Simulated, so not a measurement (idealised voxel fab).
This is a process module. Its name is voxel transistor to metal.
Displayed cross-section: cut, width of 270 nm, square cells sized 5 nm.
Reading order for cross-sections: top band down to bottom band. Underlying form: a grid of square cells. Band size: one or more rows of cells. First you get the band's top height and its bottom height, in nm, and then the materials it's made of, left to right, with each width in nm. If you see a single material with "full width", that one covers the band edge to edge. "blank" is empty space. All heights in this document are referenced to 0, defined as the level beneath which the wafer, as received, consists entirely of one material. The lowest band is not bounded below; it extends indefinitely downward and is written in the form "0 -> down". The notation "30..40" denotes a width that varies across the rows of cells in the band, beginning at the first number in the top row, finishing at the second number in the bottom row, and changing by an identical amount from each row to the next. A step reported as "changes: none" is a step in which no cell of the cross-section changed. The entry "Completely sealed voids" lists the empty spaces that cover at least 8 cells and have no open path to the top. Each is written as width x height at distance, where the distance is measured from the left edge and all three values are in nm. Where a step's line continues beyond its settings, the continuation is a remark by the simulator itself on that step. A step line may carry the setting "overlay nm", which, for steps involving a mask, states the distance by which the mask lay to the right of its intended position; negative values denote displacement to the left. If you're wondering how to read the rest of this, here's the deal. It's pairs of cross-sections: one from before a process step, one from after it. The after one is only drawn as far down as the lowest band that changed. Right under each pair you'll see which step sits between them and what its settings were. Don't read the pairs as one continuous story, though. They can come from different runs of this module on the same starting wafer, and a pair only carries on from the one above it where its entry headed "Prior to step" says so.
-- Prior to step
60 -> 55  W full width
55 -> 50  TiN 30 nm  W 20 nm  TiN 35 nm  W 20 nm  TiN 60 nm  W 20 nm  TiN 35 nm  W 20 nm  TiN 30 nm
50 -> 40  SiO2 25 nm  TiN 5 nm  W 20..15 nm  TiN 5..10 nm  SiO2 25 nm  TiN 5..10 nm  W 20..15 nm  TiN 5 nm  SiO2 50 nm  TiN 5 nm  W 20..15 nm  TiN 5..10 nm  SiO2 25 nm  TiN 5..10 nm  W 20..15 nm  TiN 5 nm  SiO2 25 nm
40 -> 30  SiO2 25 nm  TiN 5 nm  W 15 nm  TiN 5 nm  SiN 10 nm  SiCN 15 nm  SiN 10 nm  TiN 5 nm  W 15 nm  TiN 5 nm  SiO2 50 nm  TiN 5 nm  W 15 nm  TiN 5 nm  SiN 10 nm  SiCN 15 nm  SiN 10 nm  TiN 5 nm  W 15 nm  TiN 5 nm  SiO2 25 nm
30 -> 10  SiO2 25 nm  TiN 5 nm  W 15 nm  TiN 5 nm  SiN 10 nm  polySi 15 nm  SiN 10 nm  TiN 5 nm  W 15 nm  TiN 5 nm  SiO2 50 nm  TiN 5 nm  W 15 nm  TiN 5 nm  SiN 10 nm  polySi 15 nm  SiN 10 nm  TiN 5 nm  W 15 nm  TiN 5 nm  SiO2 25 nm
10 -> 5  SiO2 25 nm  TiN 5 nm  W 5 nm  TiN 15 nm  SiN 10 nm  polySi 15 nm  SiN 10 nm  TiN 15 nm  W 5 nm  TiN 5 nm  SiO2 50 nm  TiN 5 nm  W 5 nm  TiN 15 nm  SiN 10 nm  polySi 15 nm  SiN 10 nm  TiN 15 nm  W 5 nm  TiN 5 nm  SiO2 25 nm
5 -> 0  SiO2 10 nm  SiN 10 nm  SiO2 5 nm  TiN 15 nm  nSi 10 nm  SiN 10 nm  polySi 15 nm  SiN 10 nm  nSi 10 nm  TiN 15 nm  SiO2 5 nm  SiN 10 nm  SiO2 20 nm  SiN 10 nm  SiO2 5 nm  TiN 15 nm  nSi 10 nm  SiN 10 nm  polySi 15 nm  SiN 10 nm  nSi 10 nm  TiN 15 nm  SiO2 5 nm  SiN 10 nm  SiO2 10 nm
0 -> -5  SiO2 10 nm  SiN 5 nm  SiO2 5 nm  nSi 10 nm  TiN 10 nm  nSi 10 nm  SiO2 35 nm  nSi 10 nm  TiN 10 nm  nSi 10 nm  SiO2 5 nm  SiN 5 nm  SiO2 20 nm  SiN 5 nm  SiO2 5 nm  nSi 10 nm  TiN 10 nm  nSi 10 nm  SiO2 35 nm  nSi 10 nm  TiN 10 nm  nSi 10 nm  SiO2 5 nm  SiN 5 nm  SiO2 10 nm
-5 -> -10  SiO2 20 nm  nSi 30 nm  Si 35 nm  nSi 30 nm  SiO2 40 nm  nSi 30 nm  Si 35 nm  nSi 30 nm  SiO2 20 nm
-10 -> -15  SiO2 15 nm  Si 5 nm  nSi 30 nm  Si 35 nm  nSi 30 nm  Si 5 nm  SiO2 30 nm  Si 5 nm  nSi 30 nm  Si 35 nm  nSi 30 nm  Si 5 nm  SiO2 15 nm
-15 -> -20  SiO2 15 nm  Si 105 nm  SiO2 30 nm  Si 105 nm  SiO2 15 nm
-20 -> down  Si full width
Completely sealed voids: none
-- Post-Process Section
50 -> 40  SiO2 25 nm  TiN 5 nm  W 20..15 nm  TiN 5..10 nm  SiO2 25 nm  TiN 5..10 nm  W 20..15 nm  TiN 5 nm  SiO2 50 nm  TiN 5 nm  W 20..15 nm  TiN 5..10 nm  SiO2 25 nm  TiN 5..10 nm  W 20..15 nm  TiN 5 nm  SiO2 25 nm
For the remainder of the cross-section, below 40, there is no change.
Completely sealed voids: none
What was done to get from the upper cross-section to the lower one? CMP: height nm 50
Prior to step: The initial state for this step is given by the after cross-section of the immediately preceding pair.
-- Post-Process Section
55 -> 50  SiCN full width
For the remainder of the cross-section, below 50, there is no change.
Completely sealed voids: none
What was done to get from the upper cross-section to the lower one? CONFORMAL_DEP: material SiCN, thk nm 5
Prior to step: The initial state for this step is given by the after cross-section of the immediately preceding pair.
-- Post-Process Section
75 -> 55  lowk full width
For the remainder of the cross-section, below 55, there is no change.
Completely sealed voids: none
What was done to get from the upper cross-section to the lower one? DIRECTIONAL_DEP: material lowk, thk nm 20
Prior to step: The initial state for this step is given by the after cross-section of the immediately preceding pair.
-- Post-Process Section
95 -> 75  resist 25 nm  blank 15 nm  resist 55 nm  blank 15 nm  resist 50 nm  blank 15 nm  resist 55 nm  blank 15 nm  resist 25 nm
For the remainder of the cross-section, below 75, there is no change.
Completely sealed voids: none
What was done to get from the upper cross-section to the lower one? PATTERN: tone open, mask id METAL_1, material resist, width nm 15, thk nm 20, overlay nm 0
Prior to step: The initial state for this step is given by the after cross-section of the immediately preceding pair.
-- Post-Process Section
95 -> 75  resist 25 nm  blank 15 nm  resist 55 nm  blank 15 nm  resist 50 nm  blank 15 nm  resist 55 nm  blank 15 nm  resist 25 nm
75 -> 55  lowk 25 nm  blank 15 nm  lowk 55 nm  blank 15 nm  lowk 50 nm  blank 15 nm  lowk 55 nm  blank 15 nm  lowk 25 nm
For the remainder of the cross-section, below 55, there is no change.
Completely sealed voids: none
What was done to get from the upper cross-section to the lower one? DIRECTIONAL_ETCH: etch materials lowk, depth nm 20
Prior to step: The initial state for this step is given by the after cross-section of the immediately preceding pair.
-- Post-Process Section
95 -> 75  resist 25 nm  blank 15 nm  resist 55 nm  blank 15 nm  resist 50 nm  blank 15 nm  resist 55 nm  blank 15 nm  resist 25 nm
75 -> 55  lowk 25 nm  blank 15 nm  lowk 55 nm  blank 15 nm  lowk 50 nm  blank 15 nm  lowk 55 nm  blank 15 nm  lowk 25 nm
55 -> 50  SiCN 25 nm  blank 15 nm  SiCN 55 nm  blank 15 nm  SiCN 50 nm  blank 15 nm  SiCN 55 nm  blank 15 nm  SiCN 25 nm
For the remainder of the cross-section, below 50, there is no change.
Completely sealed voids: none
What was done to get from the upper cross-section to the lower one? DIRECTIONAL_ETCH: etch materials SiCN, depth nm 5
Prior to step: The initial state for this step is given by the after cross-section of the immediately preceding pair.
-- Post-Process Section
75 -> 55  lowk 25 nm  blank 15 nm  lowk 55 nm  blank 15 nm  lowk 50 nm  blank 15 nm  lowk 55 nm  blank 15 nm  lowk 25 nm
For the remainder of the cross-section, below 55, there is no change.
Completely sealed voids: none
What was done to get from the upper cross-section to the lower one? STRIP: etch materials resist
Prior to step: The initial state for this step is given by the after cross-section of the immediately preceding pair.
-- Post-Process Section
80 -> 75  TiN 30 nm  blank 5 nm  TiN 65 nm  blank 5 nm  TiN 60 nm  blank 5 nm  TiN 65 nm  blank 5 nm  TiN 30 nm
75 -> 55  lowk 25 nm  TiN 5 nm  blank 5 nm  TiN 5 nm  lowk 55 nm  TiN 5 nm  blank 5 nm  TiN 5 nm  lowk 50 nm  TiN 5 nm  blank 5 nm  TiN 5 nm  lowk 55 nm  TiN 5 nm  blank 5 nm  TiN 5 nm  lowk 25 nm
55 -> 50  SiCN 25 nm  TiN 15 nm  SiCN 55 nm  TiN 15 nm  SiCN 50 nm  TiN 15 nm  SiCN 55 nm  TiN 15 nm  SiCN 25 nm
For the remainder of the cross-section, below 50, there is no change.
Completely sealed voids: none
What was done to get from the upper cross-section to the lower one? CONFORMAL_DEP: material TiN, thk nm 5
Prior to step: The initial state for this step is given by the after cross-section of the immediately preceding pair.
-- Post-Process Section
85 -> 80  Cu full width
80 -> 75  TiN 30 nm  Cu 5 nm  TiN 65 nm  Cu 5 nm  TiN 60 nm  Cu 5 nm  TiN 65 nm  Cu 5 nm  TiN 30 nm
75 -> 55  lowk 25 nm  TiN 5 nm  Cu 5 nm  TiN 5 nm  lowk 55 nm  TiN 5 nm  Cu 5 nm  TiN 5 nm  lowk 50 nm  TiN 5 nm  Cu 5 nm  TiN 5 nm  lowk 55 nm  TiN 5 nm  Cu 5 nm  TiN 5 nm  lowk 25 nm
For the remainder of the cross-section, below 55, there is no change.
Completely sealed voids: none
What was done to get from the upper cross-section to the lower one? FILL_DEP: material Cu, thk nm 5
Prior to step: The initial state for this step is given by the after cross-section of the immediately preceding pair.
-- Post-Process Section
75 -> 55  lowk 25 nm  TiN 5 nm  Cu 5 nm  TiN 5 nm  lowk 55 nm  TiN 5 nm  Cu 5 nm  TiN 5 nm  lowk 50 nm  TiN 5 nm  Cu 5 nm  TiN 5 nm  lowk 55 nm  TiN 5 nm  Cu 5 nm  TiN 5 nm  lowk 25 nm
For the remainder of the cross-section, below 55, there is no change.
Completely sealed voids: none
What was done to get from the upper cross-section to the lower one? CMP: height nm 75
Prior to step: The initial state for this step is given by the after cross-section of the immediately preceding pair.
-- Post-Process Section
80 -> 75  blank 20 nm  Ru 25 nm  blank 45 nm  Ru 25 nm  blank 40 nm  Ru 25 nm  blank 45 nm  Ru 25 nm  blank 20 nm
For the remainder of the cross-section, below 75, there is no change.
Completely sealed voids: none
What was done to get from the upper cross-section to the lower one? EPI: material Ru, thk nm 5
Prior to step: The initial state for this step is given by the after cross-section of the immediately preceding pair.
-- Post-Process Section
85 -> 80  SiCN full width
80 -> 75  SiCN 20 nm  Ru 25 nm  SiCN 45 nm  Ru 25 nm  SiCN 40 nm  Ru 25 nm  SiCN 45 nm  Ru 25 nm  SiCN 20 nm
For the remainder of the cross-section, below 75, there is no change.
Completely sealed voids: none
What was done to get from the upper cross-section to the lower one? FILL_DEP: material SiCN, thk nm 5
-- Prior to step
30 -> 20  blank 15 nm  aC 105 nm  blank 30 nm  aC 105 nm  blank 15 nm
20 -> 5  blank 15 nm  SiN 105 nm  blank 30 nm  SiN 105 nm  blank 15 nm
5 -> 0  blank 15 nm  SiO2 105 nm  blank 30 nm  SiO2 105 nm  blank 15 nm
0 -> -20  blank 15 nm  Si 105 nm  blank 30 nm  Si 105 nm  blank 15 nm
-20 -> down  Si full width
Completely sealed voids: none
-- Post-Process Section
30 -> 20  blank 15 nm  aC 105 nm  blank 30 nm  aC 105 nm  blank 15 nm
20 -> 5  blank 15 nm  SiN 105 nm  blank 30 nm  SiN 105 nm  blank 15 nm
5 -> 0  blank 15 nm  SiO2 105 nm  blank 30 nm  SiO2 105 nm  blank 15 nm
0 -> -40  blank 15 nm  Si 105 nm  blank 30 nm  Si 105 nm  blank 15 nm
For the remainder of the cross-section, below -40, there is no change.
Completely sealed voids: none
What was done to get from the upper cross-section to the lower one? DIRECTIONAL_ETCH: etch materials Si, depth nm 20
Prior to step: The initial state for this step is given by the after cross-section of the immediately preceding pair.
-- Post-Process Section
20 -> 5  blank 15 nm  SiN 105 nm  blank 30 nm  SiN 105 nm  blank 15 nm
For the remainder of the cross-section, below 5, there is no change.
Completely sealed voids: none
What was done to get from the upper cross-section to the lower one? STRIP: etch materials aC
Prior to step: The initial state for this step is given by the after cross-section of the immediately preceding pair.
-- Post-Process Section
25 -> 20  SiO2 full width
20 -> 5  SiO2 15 nm  SiN 105 nm  SiO2 30 nm  SiN 105 nm  SiO2 15 nm
5 -> 0  SiO2 full width
0 -> -40  SiO2 15 nm  Si 105 nm  SiO2 30 nm  Si 105 nm  SiO2 15 nm
For the remainder of the cross-section, below -40, there is no change.
Completely sealed voids: none
What was done to get from the upper cross-section to the lower one? FILL_DEP: material SiO2, thk nm 5
Prior to step: The initial state for this step is given by the after cross-section of the immediately preceding pair.
-- Post-Process Section
20 -> 5  SiO2 15 nm  SiN 105 nm  SiO2 30 nm  SiN 105 nm  SiO2 15 nm
For the remainder of the cross-section, below 5, there is no change.
Completely sealed voids: none
What was done to get from the upper cross-section to the lower one? CMP: height nm 20
Prior to step: The initial state for this step is given by the after cross-section of the immediately preceding pair.
-- Post-Process Section
20 -> 10  blank 15 nm  SiN 105 nm  blank 30 nm  SiN 105 nm  blank 15 nm
For the remainder of the cross-section, below 10, there is no change.
Completely sealed voids: none
What was done to get from the upper cross-section to the lower one? SELECTIVE_ETCH: etch materials SiO2, depth nm 10
Prior to step: The initial state for this step is given by the after cross-section of the immediately preceding pair.
-- Post-Process Section
10 -> 5  SiO2 15 nm  blank 105 nm  SiO2 30 nm  blank 105 nm  SiO2 15 nm
For the remainder of the cross-section, below 5, there is no change.
Completely sealed voids: none
What was done to get from the upper cross-section to the lower one? STRIP: etch materials SiN
Prior to step: The initial state for this step is given by the after cross-section of the immediately preceding pair.
-- Post-Process Section
5 -> 0  SiO2 10 nm  blank 115 nm  SiO2 20 nm  blank 115 nm  SiO2 10 nm
For the remainder of the cross-section, below 0, there is no change.
Completely sealed voids: none
What was done to get from the upper cross-section to the lower one? SELECTIVE_ETCH: etch materials SiO2, depth nm 5
Prior to step: The initial state for this step is given by the after cross-section of the immediately preceding pair.
-- Post-Process Section
5 -> 0  SiO2 10 nm  blank 115 nm  SiO2 20 nm  blank 115 nm  SiO2 10 nm
0 -> -5  SiO2 full width
For the remainder of the cross-section, below -5, there is no change.
Completely sealed voids: none
What was done to get from the upper cross-section to the lower one? OXIDIZE: depth nm 5
Prior to step: The initial state for this step is given by the after cross-section of the immediately preceding pair.
-- Post-Process Section
35 -> 30  polySi 10 nm  blank 115 nm  polySi 20 nm  blank 115 nm  polySi 10 nm
30 -> 5  polySi full width
5 -> 0  SiO2 10 nm  polySi 115 nm  SiO2 20 nm  polySi 115 nm  SiO2 10 nm
For the remainder of the cross-section, below 0, there is no change.
Completely sealed voids: none
What was done to get from the upper cross-section to the lower one? DIRECTIONAL_DEP: material polySi, thk nm 30
Prior to step: The initial state for this step is given by the after cross-section of the immediately preceding pair.
-- Post-Process Section
45 -> 40  SiCN 10 nm  blank 115 nm  SiCN 20 nm  blank 115 nm  SiCN 10 nm
40 -> 35  SiCN full width
35 -> 30  polySi 10 nm  SiCN 115 nm  polySi 20 nm  SiCN 115 nm  polySi 10 nm
For the remainder of the cross-section, below 30, there is no change.
Completely sealed voids: none
What was done to get from the upper cross-section to the lower one? DIRECTIONAL_DEP: material SiCN, thk nm 10
Prior to step: The initial state for this step is given by the after cross-section of the immediately preceding pair.
-- Post-Process Section
40 -> 35  blank 60 nm  SiCN 15 nm  blank 120 nm  SiCN 15 nm  blank 60 nm
35 -> 30  polySi 10 nm  blank 50 nm  SiCN 15 nm  blank 50 nm  polySi 20 nm  blank 50 nm  SiCN 15 nm  blank 50 nm  polySi 10 nm
For the remainder of the cross-section, below 30, there is no change.
Completely sealed voids: none
What was done to get from the upper cross-section to the lower one? MASKED_ETCH: tone cover, mask id GATE, width nm 15, pitch nm 135, etch materials SiCN, depth nm 20, overlay nm 0
Prior to step: The initial state for this step is given by the after cross-section of the immediately preceding pair.
-- Post-Process Section
40 -> 30  blank 60 nm  SiCN 15 nm  blank 120 nm  SiCN 15 nm  blank 60 nm
30 -> 5  blank 60 nm  polySi 15 nm  blank 120 nm  polySi 15 nm  blank 60 nm
5 -> 0  SiO2 10 nm  blank 50 nm  polySi 15 nm  blank 50 nm  SiO2 20 nm  blank 50 nm  polySi 15 nm  blank 50 nm  SiO2 10 nm
For the remainder of the cross-section, below 0, there is no change.
Completely sealed voids: none
What was done to get from the upper cross-section to the lower one? MASKED_ETCH: tone cover, mask id GATE, width nm 15, pitch nm 135, etch materials polySi, depth nm 40, overlay nm 0
Prior to step: The initial state for this step is given by the after cross-section of the immediately preceding pair.
-- Post-Process Section
50 -> 40  blank 50 nm  SiN 35 nm  blank 100 nm  SiN 35 nm  blank 50 nm
40 -> 30  blank 50 nm  SiN 10 nm  SiCN 15 nm  SiN 10 nm  blank 100 nm  SiN 10 nm  SiCN 15 nm  SiN 10 nm  blank 50 nm
30 -> 15  blank 50 nm  SiN 10 nm  polySi 15 nm  SiN 10 nm  blank 100 nm  SiN 10 nm  polySi 15 nm  SiN 10 nm  blank 50 nm
15 -> 10  SiN 20 nm  blank 30 nm  SiN 10 nm  polySi 15 nm  SiN 10 nm  blank 30 nm  SiN 40 nm  blank 30 nm  SiN 10 nm  polySi 15 nm  SiN 10 nm  blank 30 nm  SiN 20 nm
10 -> 5  SiN 60 nm  polySi 15 nm  SiN 120 nm  polySi 15 nm  SiN 60 nm
5 -> 0  SiO2 10 nm  SiN 50 nm  polySi 15 nm  SiN 50 nm  SiO2 20 nm  SiN 50 nm  polySi 15 nm  SiN 50 nm  SiO2 10 nm
For the remainder of the cross-section, below 0, there is no change.
Completely sealed voids: none
What was done to get from the upper cross-section to the lower one? CONFORMAL_DEP: material SiN, thk nm 10
Prior to step: The initial state for this step is given by the after cross-section of the immediately preceding pair.
-- Post-Process Section
40 -> 30  blank 50 nm  SiN 10 nm  SiCN 15 nm  SiN 10 nm  blank 100 nm  SiN 10 nm  SiCN 15 nm  SiN 10 nm  blank 50 nm
30 -> 5  blank 50 nm  SiN 10 nm  polySi 15 nm  SiN 10 nm  blank 100 nm  SiN 10 nm  polySi 15 nm  SiN 10 nm  blank 50 nm
5 -> 0  SiO2 10 nm  SiN 10 nm  blank 30 nm  SiN 10 nm  polySi 15 nm  SiN 10 nm  blank 30 nm  SiN 10 nm  SiO2 20 nm  SiN 10 nm  blank 30 nm  SiN 10 nm  polySi 15 nm  SiN 10 nm  blank 30 nm  SiN 10 nm  SiO2 10 nm
For the remainder of the cross-section, below 0, there is no change.
Completely sealed voids: none
What was done to get from the upper cross-section to the lower one? DIRECTIONAL_ETCH: etch materials SiN, depth nm 10
Prior to step: The initial state for this step is given by the after cross-section of the immediately preceding pair.
-- Post-Process Section
40 -> 30  blank 50 nm  SiN 10 nm  SiCN 15 nm  SiN 10 nm  blank 100 nm  SiN 10 nm  SiCN 15 nm  SiN 10 nm  blank 50 nm
30 -> 5  blank 50 nm  SiN 10 nm  polySi 15 nm  SiN 10 nm  blank 100 nm  SiN 10 nm  polySi 15 nm  SiN 10 nm  blank 50 nm
5 -> 0  blank 10 nm  SiN 10 nm  blank 30 nm  SiN 10 nm  polySi 15 nm  SiN 10 nm  blank 30 nm  SiN 10 nm  blank 20 nm  SiN 10 nm  blank 30 nm  SiN 10 nm  polySi 15 nm  SiN 10 nm  blank 30 nm  SiN 10 nm  blank 10 nm
0 -> -5  SiO2 20 nm  blank 30 nm  SiO2 35 nm  blank 30 nm  SiO2 40 nm  blank 30 nm  SiO2 35 nm  blank 30 nm  SiO2 20 nm
For the remainder of the cross-section, below -5, there is no change.
Completely sealed voids: none
What was done to get from the upper cross-section to the lower one? DIRECTIONAL_ETCH: etch materials SiO2, depth nm 5
Prior to step: The initial state for this step is given by the after cross-section of the immediately preceding pair.
-- Post-Process Section
40 -> 30  blank 50 nm  SiN 10 nm  SiCN 15 nm  SiN 10 nm  blank 100 nm  SiN 10 nm  SiCN 15 nm  SiN 10 nm  blank 50 nm
30 -> 5  blank 50 nm  SiN 10 nm  polySi 15 nm  SiN 10 nm  blank 100 nm  SiN 10 nm  polySi 15 nm  SiN 10 nm  blank 50 nm
5 -> 0  blank 10 nm  SiN 10 nm  blank 30 nm  SiN 10 nm  polySi 15 nm  SiN 10 nm  blank 30 nm  SiN 10 nm  blank 20 nm  SiN 10 nm  blank 30 nm  SiN 10 nm  polySi 15 nm  SiN 10 nm  blank 30 nm  SiN 10 nm  blank 10 nm
0 -> -5  SiO2 20 nm  blank 30 nm  SiO2 35 nm  blank 30 nm  SiO2 40 nm  blank 30 nm  SiO2 35 nm  blank 30 nm  SiO2 20 nm
-5 -> -15  SiO2 15 nm  Si 5 nm  blank 30 nm  Si 35 nm  blank 30 nm  Si 5 nm  SiO2 30 nm  Si 5 nm  blank 30 nm  Si 35 nm  blank 30 nm  Si 5 nm  SiO2 15 nm
For the remainder of the cross-section, below -15, there is no change.
Completely sealed voids: none
What was done to get from the upper cross-section to the lower one? DIRECTIONAL_ETCH: etch materials Si, depth nm 10
Prior to step: The initial state for this step is given by the after cross-section of the immediately preceding pair.
-- Post-Process Section
40 -> 30  blank 50 nm  SiN 10 nm  SiCN 15 nm  SiN 10 nm  blank 100 nm  SiN 10 nm  SiCN 15 nm  SiN 10 nm  blank 50 nm
30 -> 5  blank 50 nm  SiN 10 nm  polySi 15 nm  SiN 10 nm  blank 100 nm  SiN 10 nm  polySi 15 nm  SiN 10 nm  blank 50 nm
5 -> 0  blank 10 nm  SiN 10 nm  nSi 10 nm  blank 10 nm  nSi 10 nm  SiN 10 nm  polySi 15 nm  SiN 10 nm  nSi 10 nm  blank 10 nm  nSi 10 nm  SiN 10 nm  blank 20 nm  SiN 10 nm  nSi 10 nm  blank 10 nm  nSi 10 nm  SiN 10 nm  polySi 15 nm  SiN 10 nm  nSi 10 nm  blank 10 nm  nSi 10 nm  SiN 10 nm  blank 10 nm
0 -> -5  SiO2 20 nm  nSi 10 nm  blank 10 nm  nSi 10 nm  SiO2 35 nm  nSi 10 nm  blank 10 nm  nSi 10 nm  SiO2 40 nm  nSi 10 nm  blank 10 nm  nSi 10 nm  SiO2 35 nm  nSi 10 nm  blank 10 nm  nSi 10 nm  SiO2 20 nm
-5 -> -15  SiO2 15 nm  Si 5 nm  nSi 30 nm  Si 35 nm  nSi 30 nm  Si 5 nm  SiO2 30 nm  Si 5 nm  nSi 30 nm  Si 35 nm  nSi 30 nm  Si 5 nm  SiO2 15 nm
For the remainder of the cross-section, below -15, there is no change.
Completely sealed voids: none
What was done to get from the upper cross-section to the lower one? EPI: material nSi, thk nm 10
Prior to step: The initial state for this step is given by the after cross-section of the immediately preceding pair.
-- Post-Process Section
50 -> 40  SiO2 full width
40 -> 30  SiO2 50 nm  SiN 10 nm  SiCN 15 nm  SiN 10 nm  SiO2 100 nm  SiN 10 nm  SiCN 15 nm  SiN 10 nm  SiO2 50 nm
30 -> 5  SiO2 50 nm  SiN 10 nm  polySi 15 nm  SiN 10 nm  SiO2 100 nm  SiN 10 nm  polySi 15 nm  SiN 10 nm  SiO2 50 nm
5 -> 0  SiO2 10 nm  SiN 10 nm  nSi 10 nm  SiO2 10 nm  nSi 10 nm  SiN 10 nm  polySi 15 nm  SiN 10 nm  nSi 10 nm  SiO2 10 nm  nSi 10 nm  SiN 10 nm  SiO2 20 nm  SiN 10 nm  nSi 10 nm  SiO2 10 nm  nSi 10 nm  SiN 10 nm  polySi 15 nm  SiN 10 nm  nSi 10 nm  SiO2 10 nm  nSi 10 nm  SiN 10 nm  SiO2 10 nm
0 -> -5  SiO2 20 nm  nSi 10 nm  SiO2 10 nm  nSi 10 nm  SiO2 35 nm  nSi 10 nm  SiO2 10 nm  nSi 10 nm  SiO2 40 nm  nSi 10 nm  SiO2 10 nm  nSi 10 nm  SiO2 35 nm  nSi 10 nm  SiO2 10 nm  nSi 10 nm  SiO2 20 nm
For the remainder of the cross-section, below -5, there is no change.
Completely sealed voids: none
What was done to get from the upper cross-section to the lower one? FILL_DEP: material SiO2, thk nm 10
Prior to step: The initial state for this step is given by the after cross-section of the immediately preceding pair.
-- Post-Process Section
40 -> 30  SiO2 50 nm  SiN 10 nm  SiCN 15 nm  SiN 10 nm  SiO2 100 nm  SiN 10 nm  SiCN 15 nm  SiN 10 nm  SiO2 50 nm
For the remainder of the cross-section, below 30, there is no change.
Completely sealed voids: none
What was done to get from the upper cross-section to the lower one? CMP: height nm 40
Prior to step: The initial state for this step is given by the after cross-section of the immediately preceding pair.
-- Post-Process Section
50 -> 40  SiO2 full width
For the remainder of the cross-section, below 40, there is no change.
Completely sealed voids: none
What was done to get from the upper cross-section to the lower one? DIRECTIONAL_DEP: material SiO2, thk nm 10
Prior to step: The initial state for this step is given by the after cross-section of the immediately preceding pair.
-- Post-Process Section
65 -> 50  resist 25 nm  blank 30 nm  resist 25 nm  blank 30 nm  resist 50 nm  blank 30 nm  resist 25 nm  blank 30 nm  resist 25 nm
For the remainder of the cross-section, below 50, there is no change.
Completely sealed voids: none
What was done to get from the upper cross-section to the lower one? PATTERN: tone open, mask id CONTACT, material resist, width nm 30, thk nm 15, overlay nm 0
Prior to step: The initial state for this step is given by the after cross-section of the immediately preceding pair.
-- Post-Process Section
65 -> 50  resist 25 nm  blank 30 nm  resist 25 nm  blank 30 nm  resist 50 nm  blank 30 nm  resist 25 nm  blank 30 nm  resist 25 nm
50 -> 40  SiO2 25 nm  blank 30 nm  SiO2 25 nm  blank 30 nm  SiO2 50 nm  blank 30 nm  SiO2 25 nm  blank 30 nm  SiO2 25 nm
40 -> 30  SiO2 25 nm  blank 25 nm  SiN 10 nm  SiCN 15 nm  SiN 10 nm  blank 25 nm  SiO2 50 nm  blank 25 nm  SiN 10 nm  SiCN 15 nm  SiN 10 nm  blank 25 nm  SiO2 25 nm
30 -> 5  SiO2 25 nm  blank 25 nm  SiN 10 nm  polySi 15 nm  SiN 10 nm  blank 25 nm  SiO2 50 nm  blank 25 nm  SiN 10 nm  polySi 15 nm  SiN 10 nm  blank 25 nm  SiO2 25 nm
5 -> 0  SiO2 10 nm  SiN 10 nm  nSi 10 nm  blank 10 nm  nSi 10 nm  SiN 10 nm  polySi 15 nm  SiN 10 nm  nSi 10 nm  blank 10 nm  nSi 10 nm  SiN 10 nm  SiO2 20 nm  SiN 10 nm  nSi 10 nm  blank 10 nm  nSi 10 nm  SiN 10 nm  polySi 15 nm  SiN 10 nm  nSi 10 nm  blank 10 nm  nSi 10 nm  SiN 10 nm  SiO2 10 nm
0 -> -5  SiO2 20 nm  nSi 10 nm  blank 10 nm  nSi 10 nm  SiO2 35 nm  nSi 10 nm  blank 10 nm  nSi 10 nm  SiO2 40 nm  nSi 10 nm  blank 10 nm  nSi 10 nm  SiO2 35 nm  nSi 10 nm  blank 10 nm  nSi 10 nm  SiO2 20 nm
For the remainder of the cross-section, below -5, there is no change.
Completely sealed voids: none
What was done to get from the upper cross-section to the lower one? DIRECTIONAL_ETCH: etch materials SiO2, depth nm 55
Prior to step: The initial state for this step is given by the after cross-section of the immediately preceding pair.
-- Post-Process Section
50 -> 40  SiO2 25 nm  blank 30 nm  SiO2 25 nm  blank 30 nm  SiO2 50 nm  blank 30 nm  SiO2 25 nm  blank 30 nm  SiO2 25 nm
For the remainder of the cross-section, below 40, there is no change.
Completely sealed voids: none
What was done to get from the upper cross-section to the lower one? STRIP: etch materials resist
Prior to step: The initial state for this step is given by the after cross-section of the immediately preceding pair.
-- Post-Process Section
55 -> 50  TiN 30 nm  blank 20 nm  TiN 35 nm  blank 20 nm  TiN 60 nm  blank 20 nm  TiN 35 nm  blank 20 nm  TiN 30 nm
50 -> 40  SiO2 25 nm  TiN 5 nm  blank 20..15 nm  TiN 5..10 nm  SiO2 25 nm  TiN 5..10 nm  blank 20..15 nm  TiN 5 nm  SiO2 50 nm  TiN 5 nm  blank 20..15 nm  TiN 5..10 nm  SiO2 25 nm  TiN 5..10 nm  blank 20..15 nm  TiN 5 nm  SiO2 25 nm
40 -> 30  SiO2 25 nm  TiN 5 nm  blank 15 nm  TiN 5 nm  SiN 10 nm  SiCN 15 nm  SiN 10 nm  TiN 5 nm  blank 15 nm  TiN 5 nm  SiO2 50 nm  TiN 5 nm  blank 15 nm  TiN 5 nm  SiN 10 nm  SiCN 15 nm  SiN 10 nm  TiN 5 nm  blank 15 nm  TiN 5 nm  SiO2 25 nm
30 -> 10  SiO2 25 nm  TiN 5 nm  blank 15 nm  TiN 5 nm  SiN 10 nm  polySi 15 nm  SiN 10 nm  TiN 5 nm  blank 15 nm  TiN 5 nm  SiO2 50 nm  TiN 5 nm  blank 15 nm  TiN 5 nm  SiN 10 nm  polySi 15 nm  SiN 10 nm  TiN 5 nm  blank 15 nm  TiN 5 nm  SiO2 25 nm
10 -> 5  SiO2 25 nm  TiN 25 nm  SiN 10 nm  polySi 15 nm  SiN 10 nm  TiN 25 nm  SiO2 50 nm  TiN 25 nm  SiN 10 nm  polySi 15 nm  SiN 10 nm  TiN 25 nm  SiO2 25 nm
5 -> 0  SiO2 10 nm  SiN 10 nm  nSi 10 nm  TiN 10 nm  nSi 10 nm  SiN 10 nm  polySi 15 nm  SiN 10 nm  nSi 10 nm  TiN 10 nm  nSi 10 nm  SiN 10 nm  SiO2 20 nm  SiN 10 nm  nSi 10 nm  TiN 10 nm  nSi 10 nm  SiN 10 nm  polySi 15 nm  SiN 10 nm  nSi 10 nm  TiN 10 nm  nSi 10 nm  SiN 10 nm  SiO2 10 nm
0 -> -5  SiO2 20 nm  nSi 10 nm  TiN 10 nm  nSi 10 nm  SiO2 35 nm  nSi 10 nm  TiN 10 nm  nSi 10 nm  SiO2 40 nm  nSi 10 nm  TiN 10 nm  nSi 10 nm  SiO2 35 nm  nSi 10 nm  TiN 10 nm  nSi 10 nm  SiO2 20 nm
For the remainder of the cross-section, below -5, there is no change.
Completely sealed voids: none
What was done to get from the upper cross-section to the lower one? CONFORMAL_DEP: material TiN, thk nm 5
